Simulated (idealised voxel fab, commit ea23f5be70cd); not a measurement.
Process module, titled voxel gate over fins
Cross-sectional view cut (width: 250 nm; square cell size: 5 nm).
Heads up, the way a cross-section reads in here is a grid of square cells, handed over as bands from the top down, with every band being one or more rows of cells. Band: top height; bottom height; in nm. Then, left to right: material with width in nm, for each material. "everywhere": a single material spanning edge to edge. "blank": empty space. Zero point of the height axis is 0; under it, received wafer = one material. Lowest band: continues down indefinitely, "top 0, no bottom". The width entry "30 to 40" should be interpreted row by row: the top row of cells in the band takes the first number, the bottom row takes the second number, and the change between adjacent rows is uniform throughout. What does "all unchanged" mean for a step? It means no cell of the cross-section changed in that step. The entry titled "Closed void list" provides the empty spaces that have no open way to the top, restricted to those of 8 cells or more. Each is presented as width x height at distance, the distance being measured from the left edge, with all three in nm. Note: text after step settings on the step line = simulator remark on that step. overlay nm: for a step with a mask, the amount by which the mask lay right of where it was planned; a negative amount means left of it. Heads up before you read on: it's before/after pairs around one process step each, after side only down to the lowest band that changed, step plus settings under the pair. Pairs can be from different runs of this module, same starting wafer, so only chain a pair onto the one above if its "Pre-process cross-section" entry says so.

Pre-process cross-section
- top 0, no bottom  Si everywhere
- Closed void list: none

As Processed
- top 5, bottom 0  SiN everywhere
- Everything under 0 stays put, no change at all.
- Closed void list: none
Looking at the two cross-sections above, the step in the middle is CONFORMAL_DEP with material SiN, thk nm 5

Pre-process cross-section: the cross-section after the pair above

As Processed
- top 5, bottom 0  35 nm blank; 15 nm SiN; 40 nm blank; 15 nm SiN; 40 nm blank; 15 nm SiN; 40 nm blank; 15 nm SiN; 35 nm blank
- Everything under 0 stays put, no change at all.
- Closed void list: none
Looking at the two cross-sections above, the step in the middle is MASKED_ETCH with tone cover, mask id FINS, width nm 15, pitch nm 55, etch materials SiN, depth nm 5, overlay nm 0

Pre-process cross-section: the cross-section after the pair above

As Processed
- top 5, bottom 0  35 nm blank; 15 nm SiN; 40 nm blank; 15 nm SiN; 40 nm blank; 15 nm SiN; 40 nm blank; 15 nm SiN; 35 nm blank
- top 0, bottom -40  35 nm blank; 15 nm Si; 40 nm blank; 15 nm Si; 40 nm blank; 15 nm Si; 40 nm blank; 15 nm Si; 35 nm blank
- Everything under -40 stays put, no change at all.
- Closed void list: none
Looking at the two cross-sections above, the step in the middle is MASKED_ETCH with tone cover, mask id FINS, width nm 15, pitch nm 55, etch materials Si, depth nm 40, overlay nm 0

Pre-process cross-section: the cross-section after the pair above

As Processed
- top 5, bottom 0  35 nm blank; 15 nm SiN; 40 nm blank; 15 nm SiN; 40 nm blank; 15 nm SiN; 40 nm blank; 15 nm SiN; 35 nm blank
- top 0, bottom -40  35 nm blank; 5 nm SiO2; 5 nm Si; 5 nm SiO2; 40 nm blank; 5 nm SiO2; 5 nm Si; 5 nm SiO2; 40 nm blank; 5 nm SiO2; 5 nm Si; 5 nm SiO2; 40 nm blank; 5 nm SiO2; 5 nm Si; 5 nm SiO2; 35 nm blank
- top -40, bottom -45  40 nm SiO2; 5 nm Si; 50 nm SiO2; 5 nm Si; 50 nm SiO2; 5 nm Si; 50 nm SiO2; 5 nm Si; 40 nm SiO2
- Everything under -45 stays put, no change at all.
- Closed void list: none
Looking at the two cross-sections above, the step in the middle is OXIDIZE with depth nm 5

Pre-process cross-section: the cross-section after the pair above

As Processed
- top 20, bottom 5  SiO2 everywhere
- top 5, bottom 0  35 nm SiO2; 15 nm SiN; 40 nm SiO2; 15 nm SiN; 40 nm SiO2; 15 nm SiN; 40 nm SiO2; 15 nm SiN; 35 nm SiO2
- top 0, bottom -45  40 nm SiO2; 5 nm Si; 50 nm SiO2; 5 nm Si; 50 nm SiO2; 5 nm Si; 50 nm SiO2; 5 nm Si; 40 nm SiO2
- Everything under -45 stays put, no change at all.
- Closed void list: none
Looking at the two cross-sections above, the step in the middle is FILL_DEP with material SiO2, thk nm 15

Pre-process cross-section: the cross-section after the pair above

As Processed
- top 5, bottom 0  35 nm SiO2; 15 nm SiN; 40 nm SiO2; 15 nm SiN; 40 nm SiO2; 15 nm SiN; 40 nm SiO2; 15 nm SiN; 35 nm SiO2
- Everything under 0 stays put, no change at all.
- Closed void list: none
Looking at the two cross-sections above, the step in the middle is CMP with height nm 5

Pre-process cross-section: the cross-section after the pair above

As Processed
- top 5, bottom 0  35 nm SiO2; 15 nm SiN; 10 nm SiO2; 15 nm blank; 15 nm SiO2; 15 nm SiN; 40 nm SiO2; 15 nm SiN; 40 nm SiO2; 15 nm SiN; 35 nm SiO2
- top 0, bottom -35  40 nm SiO2; 5 nm Si; 15 nm SiO2; 15 nm blank; 20 nm SiO2; 5 nm Si; 50 nm SiO2; 5 nm Si; 50 nm SiO2; 5 nm Si; 40 nm SiO2
- Everything under -35 stays put, no change at all.
- Closed void list: none
Looking at the two cross-sections above, the step in the middle is MASKED_ETCH with tone open, mask id RAIL, width nm 15, etch materials SiO2, depth nm 40, overlay nm 0

Pre-process cross-section: the cross-section after the pair above

As Processed
- top 10, bottom 5  65 nm TiN; 5 nm blank; 180 nm TiN
- top 5, bottom 0  35 nm SiO2; 15 nm SiN; 10 nm SiO2; 5 nm TiN; 5 nm blank; 5 nm TiN; 15 nm SiO2; 15 nm SiN; 40 nm SiO2; 15 nm SiN; 40 nm SiO2; 15 nm SiN; 35 nm SiO2
- top 0, bottom -30  40 nm SiO2; 5 nm Si; 15 nm SiO2; 5 nm TiN; 5 nm blank; 5 nm TiN; 20 nm SiO2; 5 nm Si; 50 nm SiO2; 5 nm Si; 50 nm SiO2; 5 nm Si; 40 nm SiO2
- top -30, bottom -35  40 nm SiO2; 5 nm Si; 15 nm SiO2; 15 nm TiN; 20 nm SiO2; 5 nm Si; 50 nm SiO2; 5 nm Si; 50 nm SiO2; 5 nm Si; 40 nm SiO2
- Everything under -35 stays put, no change at all.
- Closed void list: none
Looking at the two cross-sections above, the step in the middle is CONFORMAL_DEP with material TiN, thk nm 5

Pre-process cross-section: the cross-section after the pair above

As Processed
- top 20, bottom 10  W everywhere
- top 10, bottom 5  65 nm TiN; 5 nm W; 180 nm TiN
- top 5, bottom 0  35 nm SiO2; 15 nm SiN; 10 nm SiO2; 5 nm TiN; 5 nm W; 5 nm TiN; 15 nm SiO2; 15 nm SiN; 40 nm SiO2; 15 nm SiN; 40 nm SiO2; 15 nm SiN; 35 nm SiO2
- top 0, bottom -30  40 nm SiO2; 5 nm Si; 15 nm SiO2; 5 nm TiN; 5 nm W; 5 nm TiN; 20 nm SiO2; 5 nm Si; 50 nm SiO2; 5 nm Si; 50 nm SiO2; 5 nm Si; 40 nm SiO2
- Everything under -30 stays put, no change at all.
- Closed void list: none
Looking at the two cross-sections above, the step in the middle is FILL_DEP with material W, thk nm 10

Pre-process cross-section: the cross-section after the pair above

As Processed
- top 5, bottom 0  35 nm SiO2; 15 nm SiN; 10 nm SiO2; 5 nm TiN; 5 nm W; 5 nm TiN; 15 nm SiO2; 15 nm SiN; 40 nm SiO2; 15 nm SiN; 40 nm SiO2; 15 nm SiN; 35 nm SiO2
- Everything under 0 stays put, no change at all.
- Closed void list: none
Looking at the two cross-sections above, the step in the middle is CMP with height nm 5

Pre-process cross-section: the cross-section after the pair above

As Processed
- top 5, bottom 0  35 nm SiO2; 15 nm SiN; 10 nm SiO2; 15 nm blank; 15 nm SiO2; 15 nm SiN; 40 nm SiO2; 15 nm SiN; 40 nm SiO2; 15 nm SiN; 35 nm SiO2
- top 0, bottom -25  40 nm SiO2; 5 nm Si; 15 nm SiO2; 15 nm blank; 20 nm SiO2; 5 nm Si; 50 nm SiO2; 5 nm Si; 50 nm SiO2; 5 nm Si; 40 nm SiO2
- Everything under -25 stays put, no change at all.
- Closed void list: none
Looking at the two cross-sections above, the step in the middle is SELECTIVE_ETCH with etch materials W Ru TiN, depth nm 30

Pre-process cross-section: the cross-section after the pair above

As Processed
- top 10, bottom 5  SiO2 everywhere
- top 5, bottom 0  35 nm SiO2; 15 nm SiN; 40 nm SiO2; 15 nm SiN; 40 nm SiO2; 15 nm SiN; 40 nm SiO2; 15 nm SiN; 35 nm SiO2
- top 0, bottom -25  40 nm SiO2; 5 nm Si; 50 nm SiO2; 5 nm Si; 50 nm SiO2; 5 nm Si; 50 nm SiO2; 5 nm Si; 40 nm SiO2
- Everything under -25 stays put, no change at all.
- Closed void list: none
Looking at the two cross-sections above, the step in the middle is FILL_DEP with material SiO2, thk nm 5

Pre-process cross-section: the cross-section after the pair above

As Processed
- top 5, bottom 0  35 nm SiO2; 15 nm SiN; 40 nm SiO2; 15 nm SiN; 40 nm SiO2; 15 nm SiN; 40 nm SiO2; 15 nm SiN; 35 nm SiO2
- Everything under 0 stays put, no change at all.
- Closed void list: none
Looking at the two cross-sections above, the step in the middle is CMP with height nm 5

Pre-process cross-section: the cross-section after the pair above

As Processed
- top 5, bottom 0  35 nm blank; 15 nm SiN; 40 nm blank; 15 nm SiN; 40 nm blank; 15 nm SiN; 40 nm blank; 15 nm SiN; 35 nm blank
- top 0, bottom -15  40 nm blank; 5 nm Si; 50 nm blank; 5 nm Si; 50 nm blank; 5 nm Si; 50 nm blank; 5 nm Si; 40 nm blank
- Everything under -15 stays put, no change at all.
- Closed void list: none
Looking at the two cross-sections above, the step in the middle is SELECTIVE_ETCH with etch materials SiO2, depth nm 20

Pre-process cross-section: the cross-section after the pair above

As Processed
- top 0, bottom -15  40 nm blank; 5 nm Si; 50 nm blank; 5 nm Si; 50 nm blank; 5 nm Si; 50 nm blank; 5 nm Si; 40 nm blank
- Everything under -15 stays put, no change at all.
- Closed void list: none
Looking at the two cross-sections above, the step in the middle is STRIP with etch materials SiN

Pre-process cross-section: the cross-section after the pair above

As Processed
- top 5, bottom 0  35 nm blank; 15 nm HfO2; 40 nm blank; 15 nm HfO2; 40 nm blank; 15 nm HfO2; 40 nm blank; 15 nm HfO2; 35 nm blank
- top 0, bottom -10  35 nm blank; 5 nm HfO2; 5 nm Si; 5 nm HfO2; 40 nm blank; 5 nm HfO2; 5 nm Si; 5 nm HfO2; 40 nm blank; 5 nm HfO2; 5 nm Si; 5 nm HfO2; 40 nm blank; 5 nm HfO2; 5 nm Si; 5 nm HfO2; 35 nm blank
- top -10, bottom -15  40 nm HfO2; 5 nm Si; 50 nm HfO2; 5 nm Si; 50 nm HfO2; 5 nm Si; 50 nm HfO2; 5 nm Si; 40 nm HfO2
- Everything under -15 stays put, no change at all.
- Closed void list: none
Looking at the two cross-sections above, the step in the middle is CONFORMAL_DEP with material HfO2, thk nm 5

Pre-process cross-section: the cross-section after the pair above

As Processed
- top 10, bottom 5  30 nm blank; 25 nm TiN; 30 nm blank; 25 nm TiN; 30 nm blank; 25 nm TiN; 30 nm blank; 25 nm TiN; 30 nm blank
- top 5, bottom 0  30 nm blank; 5 nm TiN; 15 nm HfO2; 5 nm TiN; 30 nm blank; 5 nm TiN; 15 nm HfO2; 5 nm TiN; 30 nm blank; 5 nm TiN; 15 nm HfO2; 5 nm TiN; 30 nm blank; 5 nm TiN; 15 nm HfO2; 5 nm TiN; 30 nm blank
- top 0, bottom -5  30 nm blank; 5 nm TiN; 5 nm HfO2; 5 nm Si; 5 nm HfO2; 5 nm TiN; 30 nm blank; 5 nm TiN; 5 nm HfO2; 5 nm Si; 5 nm HfO2; 5 nm TiN; 30 nm blank; 5 nm TiN; 5 nm HfO2; 5 nm Si; 5 nm HfO2; 5 nm TiN; 30 nm blank; 5 nm TiN; 5 nm HfO2; 5 nm Si; 5 nm HfO2; 5 nm TiN; 30 nm blank
- top -5, bottom -10  35 nm TiN; 5 nm HfO2; 5 nm Si; 5 nm HfO2; 40 nm TiN; 5 nm HfO2; 5 nm Si; 5 nm HfO2; 40 nm TiN; 5 nm HfO2; 5 nm Si; 5 nm HfO2; 40 nm TiN; 5 nm HfO2; 5 nm Si; 5 nm HfO2; 35 nm TiN
- Everything under -10 stays put, no change at all.
- Closed void list: none
Looking at the two cross-sections above, the step in the middle is CONFORMAL_DEP with material TiN, thk nm 5

Pre-process cross-section: the cross-section after the pair above

As Processed
- top 20, bottom 10  W everywhere
- top 10, bottom 5  30 nm W; 25 nm TiN; 30 nm W; 25 nm TiN; 30 nm W; 25 nm TiN; 30 nm W; 25 nm TiN; 30 nm W
- top 5, bottom 0  30 nm W; 5 nm TiN; 15 nm HfO2; 5 nm TiN; 30 nm W; 5 nm TiN; 15 nm HfO2; 5 nm TiN; 30 nm W; 5 nm TiN; 15 nm HfO2; 5 nm TiN; 30 nm W; 5 nm TiN; 15 nm HfO2; 5 nm TiN; 30 nm W
- top 0, bottom -5  30 nm W; 5 nm TiN; 5 nm HfO2; 5 nm Si; 5 nm HfO2; 5 nm TiN; 30 nm W; 5 nm TiN; 5 nm HfO2; 5 nm Si; 5 nm HfO2; 5 nm TiN; 30 nm W; 5 nm TiN; 5 nm HfO2; 5 nm Si; 5 nm HfO2; 5 nm TiN; 30 nm W; 5 nm TiN; 5 nm HfO2; 5 nm Si; 5 nm HfO2; 5 nm TiN; 30 nm W
- Everything under -5 stays put, no change at all.
- Closed void list: none
Looking at the two cross-sections above, the step in the middle is FILL_DEP with material W, thk nm 10

Pre-process cross-section: the cross-section after the pair above

As Processed
- top 15, bottom 10  W everywhere
- Everything under 10 stays put, no change at all.
- Closed void list: none
Looking at the two cross-sections above, the step in the middle is CMP with height nm 15

Pre-process cross-section: the cross-section after the pair above

As Processed
- top 20, bottom 15  SiN everywhere
- Everything under 15 stays put, no change at all.
- Closed void list: none
Looking at the two cross-sections above, the step in the middle is CONFORMAL_DEP with material SiN, thk nm 5

Pre-process cross-section
- top 0, no bottom  Si everywhere
- Closed void list: none

As Processed
- top 0, bottom -40  35 nm blank; 15 nm Si; 40 nm blank; 15 nm Si; 40 nm blank; 15 nm Si; 40 nm blank; 15 nm Si; 35 nm blank
- Everything under -40 stays put, no change at all.
- Closed void list: none
Looking at the two cross-sections above, the step in the middle is MASKED_ETCH with tone cover, mask id FINS, width nm 15, pitch nm 55, etch materials Si, depth nm 40, overlay nm 0

Pre-process cross-section: the cross-section after the pair above

As Processed
- top 0, bottom -5  35 nm blank; 15 nm SiO2; 40 nm blank; 15 nm SiO2; 40 nm blank; 15 nm SiO2; 40 nm blank; 15 nm SiO2; 35 nm blank
- top -5, bottom -40  35 nm blank; 5 nm SiO2; 5 nm Si; 5 nm SiO2; 40 nm blank; 5 nm SiO2; 5 nm Si; 5 nm SiO2; 40 nm blank; 5 nm SiO2; 5 nm Si; 5 nm SiO2; 40 nm blank; 5 nm SiO2; 5 nm Si; 5 nm SiO2; 35 nm blank
- top -40, bottom -45  40 nm SiO2; 5 nm Si; 50 nm SiO2; 5 nm Si; 50 nm SiO2; 5 nm Si; 50 nm SiO2; 5 nm Si; 40 nm SiO2
- Everything under -45 stays put, no change at all.
- Closed void list: none
Looking at the two cross-sections above, the step in the middle is OXIDIZE with depth nm 5

Pre-process cross-section: the cross-section after the pair above

As Processed
- top 15, bottom -5  SiO2 everywhere
- top -5, bottom -45  40 nm SiO2; 5 nm Si; 50 nm SiO2; 5 nm Si; 50 nm SiO2; 5 nm Si; 50 nm SiO2; 5 nm Si; 40 nm SiO2
- Everything under -45 stays put, no change at all.
- Closed void list: none
Looking at the two cross-sections above, the step in the middle is FILL_DEP with material SiO2, thk nm 15

Pre-process cross-section: the cross-section after the pair above

As Processed
- top 5, bottom -5  SiO2 everywhere
- Everything under -5 stays put, no change at all.
- Closed void list: none
Looking at the two cross-sections above, the step in the middle is CMP with height nm 5

Pre-process cross-section: the cross-section after the pair above

As Processed
- top 5, bottom -5  60 nm SiO2; 15 nm blank; 175 nm SiO2
- top -5, bottom -35  40 nm SiO2; 5 nm Si; 15 nm SiO2; 15 nm blank; 20 nm SiO2; 5 nm Si; 50 nm SiO2; 5 nm Si; 50 nm SiO2; 5 nm Si; 40 nm SiO2
- Everything under -35 stays put, no change at all.
- Closed void list: none
Looking at the two cross-sections above, the step in the middle is MASKED_ETCH with tone open, mask id RAIL, width nm 15, etch materials SiO2, depth nm 40, overlay nm 0

Pre-process cross-section: the cross-section after the pair above

As Processed
- top 10, bottom 5  65 nm TiN; 5 nm blank; 180 nm TiN
- top 5, bottom -5  60 nm SiO2; 5 nm TiN; 5 nm blank; 5 nm TiN; 175 nm SiO2
- top -5, bottom -30  40 nm SiO2; 5 nm Si; 15 nm SiO2; 5 nm TiN; 5 nm blank; 5 nm TiN; 20 nm SiO2; 5 nm Si; 50 nm SiO2; 5 nm Si; 50 nm SiO2; 5 nm Si; 40 nm SiO2
- top -30, bottom -35  40 nm SiO2; 5 nm Si; 15 nm SiO2; 15 nm TiN; 20 nm SiO2; 5 nm Si; 50 nm SiO2; 5 nm Si; 50 nm SiO2; 5 nm Si; 40 nm SiO2
- Everything under -35 stays put, no change at all.
- Closed void list: none
Looking at the two cross-sections above, the step in the middle is CONFORMAL_DEP with material TiN, thk nm 5

Pre-process cross-section: the cross-section after the pair above

As Processed
- top 20, bottom 10  W everywhere
- top 10, bottom 5  65 nm TiN; 5 nm W; 180 nm TiN
- top 5, bottom -5  60 nm SiO2; 5 nm TiN; 5 nm W; 5 nm TiN; 175 nm SiO2
- top -5, bottom -30  40 nm SiO2; 5 nm Si; 15 nm SiO2; 5 nm TiN; 5 nm W; 5 nm TiN; 20 nm SiO2; 5 nm Si; 50 nm SiO2; 5 nm Si; 50 nm SiO2; 5 nm Si; 40 nm SiO2
- Everything under -30 stays put, no change at all.
- Closed void list: none
Looking at the two cross-sections above, the step in the middle is FILL_DEP with material W, thk nm 10

Pre-process cross-section: the cross-section after the pair above

As Processed
- top 5, bottom -5  60 nm SiO2; 5 nm TiN; 5 nm W; 5 nm TiN; 175 nm SiO2
- Everything under -5 stays put, no change at all.
- Closed void list: none
Looking at the two cross-sections above, the step in the middle is CMP with height nm 5

Pre-process cross-section: the cross-section after the pair above

As Processed
- top 5, bottom -5  60 nm SiO2; 15 nm blank; 175 nm SiO2
- top -5, bottom -25  40 nm SiO2; 5 nm Si; 15 nm SiO2; 15 nm blank; 20 nm SiO2; 5 nm Si; 50 nm SiO2; 5 nm Si; 50 nm SiO2; 5 nm Si; 40 nm SiO2
- Everything under -25 stays put, no change at all.
- Closed void list: none
Looking at the two cross-sections above, the step in the middle is SELECTIVE_ETCH with etch materials W Ru TiN, depth nm 30

Pre-process cross-section: the cross-section after the pair above

As Processed
- top 10, bottom -5  SiO2 everywhere
- top -5, bottom -25  40 nm SiO2; 5 nm Si; 50 nm SiO2; 5 nm Si; 50 nm SiO2; 5 nm Si; 50 nm SiO2; 5 nm Si; 40 nm SiO2
- Everything under -25 stays put, no change at all.
- Closed void list: none
Looking at the two cross-sections above, the step in the middle is FILL_DEP with material SiO2, thk nm 5

Pre-process cross-section: the cross-section after the pair above

As Processed
- top 5, bottom -5  SiO2 everywhere
- Everything under -5 stays put, no change at all.
- Closed void list: none
Looking at the two cross-sections above, the step in the middle is CMP with height nm 5

Pre-process cross-section: the cross-section after the pair above

As Processed
- top -5, bottom -15  40 nm blank; 5 nm Si; 50 nm blank; 5 nm Si; 50 nm blank; 5 nm Si; 50 nm blank; 5 nm Si; 40 nm blank
- Everything under -15 stays put, no change at all.
- Closed void list: none
Looking at the two cross-sections above, the step in the middle is SELECTIVE_ETCH with etch materials SiO2, depth nm 20

Pre-process cross-section: the cross-section after the pair above

As Processed
- top 0, bottom -5  35 nm blank; 15 nm HfO2; 40 nm blank; 15 nm HfO2; 40 nm blank; 15 nm HfO2; 40 nm blank; 15 nm HfO2; 35 nm blank
- top -5, bottom -10  35 nm blank; 5 nm HfO2; 5 nm Si; 5 nm HfO2; 40 nm blank; 5 nm HfO2; 5 nm Si; 5 nm HfO2; 40 nm blank; 5 nm HfO2; 5 nm Si; 5 nm HfO2; 40 nm blank; 5 nm HfO2; 5 nm Si; 5 nm HfO2; 35 nm blank
- top -10, bottom -15  40 nm HfO2; 5 nm Si; 50 nm HfO2; 5 nm Si; 50 nm HfO2; 5 nm Si; 50 nm HfO2; 5 nm Si; 40 nm HfO2
- Everything under -15 stays put, no change at all.
- Closed void list: none
Looking at the two cross-sections above, the step in the middle is CONFORMAL_DEP with material HfO2, thk nm 5

Pre-process cross-section: the cross-section after the pair above

As Processed
- top 5, bottom 0  30 nm blank; 25 nm TiN; 30 nm blank; 25 nm TiN; 30 nm blank; 25 nm TiN; 30 nm blank; 25 nm TiN; 30 nm blank
- top 0, bottom -5  30 nm blank; 5 nm TiN; 15 nm HfO2; 5 nm TiN; 30 nm blank; 5 nm TiN; 15 nm HfO2; 5 nm TiN; 30 nm blank; 5 nm TiN; 15 nm HfO2; 5 nm TiN; 30 nm blank; 5 nm TiN; 15 nm HfO2; 5 nm TiN; 30 nm blank
- top -5, bottom -10  35 nm TiN; 5 nm HfO2; 5 nm Si; 5 nm HfO2; 40 nm TiN; 5 nm HfO2; 5 nm Si; 5 nm HfO2; 40 nm TiN; 5 nm HfO2; 5 nm Si; 5 nm HfO2; 40 nm TiN; 5 nm HfO2; 5 nm Si; 5 nm HfO2; 35 nm TiN
- Everything under -10 stays put, no change at all.
- Closed void list: none
Looking at the two cross-sections above, the step in the middle is CONFORMAL_DEP with material TiN, thk nm 5

Pre-process cross-section: the cross-section after the pair above

As Processed
- top 15, bottom 5  W everywhere
- top 5, bottom 0  30 nm W; 25 nm TiN; 30 nm W; 25 nm TiN; 30 nm W; 25 nm TiN; 30 nm W; 25 nm TiN; 30 nm W
- top 0, bottom -5  30 nm W; 5 nm TiN; 15 nm HfO2; 5 nm TiN; 30 nm W; 5 nm TiN; 15 nm HfO2; 5 nm TiN; 30 nm W; 5 nm TiN; 15 nm HfO2; 5 nm TiN; 30 nm W; 5 nm TiN; 15 nm HfO2; 5 nm TiN; 30 nm W
- Everything under -5 stays put, no change at all.
- Closed void list: none
Looking at the two cross-sections above, the step in the middle is FILL_DEP with material W, thk nm 10

Pre-process cross-section: the cross-section after the pair above

As Processed
- top 20, bottom 15  SiN everywhere
- Everything under 15 stays put, no change at all.
- Closed void list: none
Looking at the two cross-sections above, the step in the middle is CONFORMAL_DEP with material SiN, thk nm 5

Pre-process cross-section
- top 5, bottom 0  35 nm blank; 15 nm SiN; 40 nm blank; 15 nm SiN; 40 nm blank; 15 nm SiN; 40 nm blank; 15 nm SiN; 35 nm blank
- top 0, bottom -15  40 nm blank; 5 nm Si; 50 nm blank; 5 nm Si; 50 nm blank; 5 nm Si; 50 nm blank; 5 nm Si; 40 nm blank
- top -15, bottom -25  40 nm SiO2; 5 nm Si; 50 nm SiO2; 5 nm Si; 50 nm SiO2; 5 nm Si; 50 nm SiO2; 5 nm Si; 40 nm SiO2
- top -25, bottom -30  40 nm SiO2; 5 nm Si; 15 nm SiO2; 5 nm TiN; 5 nm W; 5 nm TiN; 20 nm SiO2; 5 nm Si; 50 nm SiO2; 5 nm Si; 50 nm SiO2; 5 nm Si; 40 nm SiO2
- top -30, bottom -35  40 nm SiO2; 5 nm Si; 15 nm SiO2; 15 nm TiN; 20 nm SiO2; 5 nm Si; 50 nm SiO2; 5 nm Si; 50 nm SiO2; 5 nm Si; 40 nm SiO2
- top -35, bottom -45  40 nm SiO2; 5 nm Si; 50 nm SiO2; 5 nm Si; 50 nm SiO2; 5 nm Si; 50 nm SiO2; 5 nm Si; 40 nm SiO2
- top -45, no bottom  Si everywhere
- Closed void list: none

As Processed
- top 5, bottom 0  35 nm blank; 15 nm SiN; 40 nm blank; 15 nm SiN; 40 nm blank; 15 nm SiN; 40 nm blank; 15 nm SiN; 35 nm blank
- top 0, bottom -25  40 nm blank; 5 nm Si; 50 nm blank; 5 nm Si; 50 nm blank; 5 nm Si; 50 nm blank; 5 nm Si; 40 nm blank
- top -25, bottom -30  40 nm blank; 5 nm Si; 15 nm blank; 5 nm TiN; 5 nm W; 5 nm TiN; 20 nm blank; 5 nm Si; 50 nm blank; 5 nm Si; 50 nm blank; 5 nm Si; 40 nm blank
- top -30, bottom -35  40 nm blank; 5 nm Si; 15 nm blank; 15 nm TiN; 20 nm blank; 5 nm Si; 50 nm blank; 5 nm Si; 50 nm blank; 5 nm Si; 40 nm blank
- Everything under -35 stays put, no change at all.
- Closed void list: none
Looking at the two cross-sections above, the step in the middle is SELECTIVE_ETCH with etch materials SiO2, depth nm 20

Pre-process cross-section: the cross-section after the pair above

As Processed
- top 0, bottom -25  40 nm blank; 5 nm Si; 50 nm blank; 5 nm Si; 50 nm blank; 5 nm Si; 50 nm blank; 5 nm Si; 40 nm blank
- Everything under -25 stays put, no change at all.
- Closed void list: none
Looking at the two cross-sections above, the step in the middle is STRIP with etch materials SiN

Pre-process cross-section: the cross-section after the pair above

As Processed
- top 5, bottom 0  35 nm blank; 15 nm HfO2; 40 nm blank; 15 nm HfO2; 40 nm blank; 15 nm HfO2; 40 nm blank; 15 nm HfO2; 35 nm blank
- top 0, bottom -20  35 nm blank; 5 nm HfO2; 5 nm Si; 5 nm HfO2; 40 nm blank; 5 nm HfO2; 5 nm Si; 5 nm HfO2; 40 nm blank; 5 nm HfO2; 5 nm Si; 5 nm HfO2; 40 nm blank; 5 nm HfO2; 5 nm Si; 5 nm HfO2; 35 nm blank
- top -20, bottom -25  35 nm blank; 5 nm HfO2; 5 nm Si; 5 nm HfO2; 5 nm blank; 25 nm HfO2; 10 nm blank; 5 nm HfO2; 5 nm Si; 5 nm HfO2; 40 nm blank; 5 nm HfO2; 5 nm Si; 5 nm HfO2; 40 nm blank; 5 nm HfO2; 5 nm Si; 5 nm HfO2; 35 nm blank
- top -25, bottom -30  35 nm blank; 5 nm HfO2; 5 nm Si; 5 nm HfO2; 5 nm blank; 5 nm HfO2; 5 nm TiN; 5 nm W; 5 nm TiN; 5 nm HfO2; 10 nm blank; 5 nm HfO2; 5 nm Si; 5 nm HfO2; 40 nm blank; 5 nm HfO2; 5 nm Si; 5 nm HfO2; 40 nm blank; 5 nm HfO2; 5 nm Si; 5 nm HfO2; 35 nm blank
- top -30, bottom -35  40 nm HfO2; 5 nm Si; 15 nm HfO2; 15 nm TiN; 20 nm HfO2; 5 nm Si; 50 nm HfO2; 5 nm Si; 50 nm HfO2; 5 nm Si; 40 nm HfO2
- Everything under -35 stays put, no change at all.
- Closed void list: none
Looking at the two cross-sections above, the step in the middle is CONFORMAL_DEP with material HfO2, thk nm 5

Pre-process cross-section: the cross-section after the pair above

As Processed
- top 10, bottom 5  30 nm blank; 25 nm TiN; 30 nm blank; 25 nm TiN; 30 nm blank; 25 nm TiN; 30 nm blank; 25 nm TiN; 30 nm blank
- top 5, bottom 0  30 nm blank; 5 nm TiN; 15 nm HfO2; 5 nm TiN; 30 nm blank; 5 nm TiN; 15 nm HfO2; 5 nm TiN; 30 nm blank; 5 nm TiN; 15 nm HfO2; 5 nm TiN; 30 nm blank; 5 nm TiN; 15 nm HfO2; 5 nm TiN; 30 nm blank
- top 0, bottom -15  30 nm blank; 5 nm TiN; 5 nm HfO2; 5 nm Si; 5 nm HfO2; 5 nm TiN; 30 nm blank; 5 nm TiN; 5 nm HfO2; 5 nm Si; 5 nm HfO2; 5 nm TiN; 30 nm blank; 5 nm TiN; 5 nm HfO2; 5 nm Si; 5 nm HfO2; 5 nm TiN; 30 nm blank; 5 nm TiN; 5 nm HfO2; 5 nm Si; 5 nm HfO2; 5 nm TiN; 30 nm blank
- top -15, bottom -20  30 nm blank; 5 nm TiN; 5 nm HfO2; 5 nm Si; 5 nm HfO2; 40 nm TiN; 5 nm HfO2; 5 nm Si; 5 nm HfO2; 5 nm TiN; 30 nm blank; 5 nm TiN; 5 nm HfO2; 5 nm Si; 5 nm HfO2; 5 nm TiN; 30 nm blank; 5 nm TiN; 5 nm HfO2; 5 nm Si; 5 nm HfO2; 5 nm TiN; 30 nm blank
- top -20, bottom -25  30 nm blank; 5 nm TiN; 5 nm HfO2; 5 nm Si; 5 nm HfO2; 5 nm TiN; 25 nm HfO2; 10 nm TiN; 5 nm HfO2; 5 nm Si; 5 nm HfO2; 5 nm TiN; 30 nm blank; 5 nm TiN; 5 nm HfO2; 5 nm Si; 5 nm HfO2; 5 nm TiN; 30 nm blank; 5 nm TiN; 5 nm HfO2; 5 nm Si; 5 nm HfO2; 5 nm TiN; 30 nm blank
- top -25, bottom -30  35 nm TiN; 5 nm HfO2; 5 nm Si; 5 nm HfO2; 5 nm TiN; 5 nm HfO2; 5 nm TiN; 5 nm W; 5 nm TiN; 5 nm HfO2; 10 nm TiN; 5 nm HfO2; 5 nm Si; 5 nm HfO2; 40 nm TiN; 5 nm HfO2; 5 nm Si; 5 nm HfO2; 40 nm TiN; 5 nm HfO2; 5 nm Si; 5 nm HfO2; 35 nm TiN
- Everything under -30 stays put, no change at all.
- Closed void list: none
Looking at the two cross-sections above, the step in the middle is CONFORMAL_DEP with material TiN, thk nm 5
